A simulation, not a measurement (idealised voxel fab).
Proc. module: voxel wiring stack
FYI the section here is cut, 220 nm wide, cells are 5 nm squares.
Format of a cross-section: grid, square cells. Given as bands. Order: top down. Band: one or more rows of cells. Top height, bottom height, nm. Materials left to right, width each, nm. Single material + "full width" = fills band edge to edge. "air" = empty. Measure heights from 0. That's the level where, below it, the as-received wafer is all one material. The lowest band is bottomless and extends downward; write it as in "from 0 down". It should be noted that a width expressed as "30->40" varies in equal increments from row to row of cells within the band, taking the value of the first number at the top row and that of the second number at the bottom row. Given "nothing different" for a step, no cell of the cross-section differs between before and after that step. "Unvented voids": sealed empty spaces, 8 cells or more, no open way to top, listed width x height at distance, with distance from the left edge and width, height and distance in nm. What comes after the settings on a step's line is commentary from the simulator itself on that step. A step's line can hold "overlay nm"; with a mask on that step, the setting says how far right of the planned place the mask lay, while a negative setting says it lay to the left.

THE FOLLOWING LIST GIVES THE PLANNED PROCESS STEPS
1: RECEIVE, material Si
2: CONFORMAL_DEP, material SiO2, thk nm 10
3: DIRECTIONAL_DEP, material TiN, thk nm 5
4: DIRECTIONAL_DEP, material Ru, thk nm 15
5: MASKED_ETCH, tone cover, mask id METAL_1, width nm 30, pitch nm 50, etch materials Ru, depth nm 15, overlay nm 0
6: MASKED_ETCH, tone cover, mask id METAL_1, width nm 30, pitch nm 50, etch materials TiN, depth nm 5, overlay nm 0
7: FILL_DEP, material lowk, thk nm 5
8: CMP, height nm 30
9: CONFORMAL_DEP, material SiCN, thk nm 5
10: DIRECTIONAL_DEP, material lowk, thk nm 10
11: MASKED_ETCH, tone open, mask id PLUG_1, width nm 15, pitch nm 50, etch materials lowk, depth nm 10, overlay nm 0
12: MASKED_ETCH, tone open, mask id PLUG_1, width nm 15, pitch nm 50, etch materials SiCN, depth nm 5, overlay nm 0
13: EPI, material Ru, thk nm 10
14: EPI, material Ru, thk nm 5
15: DIRECTIONAL_DEP, material TiN, thk nm 5
16: DIRECTIONAL_DEP, material Ru, thk nm 20
17: DIRECTIONAL_DEP, material aC, thk nm 10
18: PATTERN, tone cover, mask id METAL_2, material resist, width nm 30, pitch nm 50, thk nm 30, overlay nm 0
19: DIRECTIONAL_ETCH, etch materials aC, depth nm 10
20: STRIP, etch materials resist
21: DIRECTIONAL_ETCH, etch materials Ru, depth nm 20
22: DIRECTIONAL_ETCH, etch materials TiN, depth nm 5
23: STRIP, etch materials aC
24: CONFORMAL_DEP, material SiN, thk nm 5
25: FILL_DEP, material SiO2, thk nm 5
26: CMP, height nm 70
27: CONFORMAL_DEP, material SiCN, thk nm 5
28: DIRECTIONAL_DEP, material lowk, thk nm 20
29: PATTERN, tone open, mask id PLUG_2, material resist, width nm 15, pitch nm 50, thk nm 20, overlay nm 0
30: DIRECTIONAL_ETCH, etch materials lowk, depth nm 20
31: DIRECTIONAL_ETCH, etch materials SiCN, depth nm 5
32: STRIP, etch materials resist
33: EPI, material Ru, thk nm 10
34: EPI, material Ru, thk nm 10
35: EPI, material Ru, thk nm 5
36: CONFORMAL_DEP, material SiCN, thk nm 5
37: DIRECTIONAL_DEP, material lowk, thk nm 25
38: MASKED_ETCH, tone open, mask id METAL_3, width nm 30, pitch nm 50, etch materials lowk, depth nm 25, overlay nm 0
39: MASKED_ETCH, tone open, mask id METAL_3, width nm 30, pitch nm 50, etch materials SiCN, depth nm 5, overlay nm 0
40: CONFORMAL_DEP, material TiN, thk nm 5
41: FILL_DEP, material W, thk nm 5
42: CMP, height nm 125
43: EPI, material Ru, thk nm 5
44: FILL_DEP, material SiCN, thk nm 5
Same starting wafers, different width nm at step 29. Plan value belongs to the first wafer.

STEP 1 COMPLETE: AS-RECEIVED CROSS-SECTION OF THE FIRST OF SEVERAL WAFERS
from 0 down  Si full width
Unvented voids: none

BASICALLY EACH WAFER GETS A LINE IN THE TABLE, SHOWING IT AT THE END OF THE MODULE: MATERIAL BY MATERIAL, THE CELLS IT GAINED (+) OR LOST (-) SINCE WE GOT IT, THEN ITS CLOSED VOIDS
width nm 15, +222 Ru, +160 SiCN, +50 SiN, +168 SiO2, +84 TiN, +60 W, +444 lowk, Unvented voids: none
width nm 20, +237 Ru, +157 SiCN, +50 SiN, +168 SiO2, +84 TiN, +60 W, +432 lowk, Unvented voids: none
width nm 25, +252 Ru, +154 SiCN, +50 SiN, +168 SiO2, +84 TiN, +60 W, +420 lowk, Unvented voids: none
width nm 30, +267 Ru, +151 SiCN, +50 SiN, +168 SiO2, +84 TiN, +60 W, +408 lowk, Unvented voids: none
